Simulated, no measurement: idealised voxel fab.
process module | voxel lift off
cross-section cut | 145 nm wide | cells 5 nm
A cross-section is a grid of square cells, given in bands from the top down. A band is one or more rows of cells.
Each band's line starts with the height of the band's top and of its bottom, in nm. Then come its materials from left to right, each with its width in nm. One material with "throughout" fills the band from edge to edge. "air" is empty space.
Height 0 is the level under which the wafer as received is all one material. The lowest band goes on downwards, as in "0 down".
A width such as "30 to 40" changes by the same amount from each row of cells to the next, from the band's top row to its bottom row.
"no change" after a step means that no cell of the cross-section changed.
closed voids: empty space of 8 cells or more with no open way to the top, each as width x height at its distance from the left edge, in nm
after a step's settings: what the simulator itself notes on the step
overlay nm, on a step with a mask: how far to the right of its planned place the mask lay; to the left if negative
plan
1 op RECEIVE | material Si
2 op CONFORMAL_DEP | material SiO2 | thk nm 15
3 op PATTERN | tone open | mask id LINES | material resist | width nm 20 | pitch nm 50 | thk nm 20 | overlay nm 0
4 op DIRECTIONAL_DEP | material Ru | thk nm 10
5 op STRIP | etch materials resist
6 op CONFORMAL_DEP | material SiN | thk nm 10
as received, after step 1
  0 down: Si throughout
  closed voids: none
first wafer at the end, as planned
  35 to 25: air 25 | SiN 40 | air 10 | SiN 40 | air 30
  25 to 15: SiN 35 | Ru 20 | SiN 30 | Ru 20 | SiN 40
  15 to 0: SiO2 throughout
  0 down: Si throughout
  closed voids: none
second wafer at the end: like start, like plan, one mistake
  35 to 25: air 30 | SiN 40 | air 10 | SiN 40 | air 25
  25 to 15: SiN 40 | Ru 20 | SiN 30 | Ru 20 | SiN 35
  15 to 0: SiO2 throughout
  0 down: Si throughout
  closed voids: none
what went wrong: step 3 ran as: op PATTERN | tone open | mask id LINES | material resist | width nm 20 | pitch nm 50 | thk nm 20 | overlay nm 5
at the end the second wafer has, in cells: as many of each material as the first, in other places
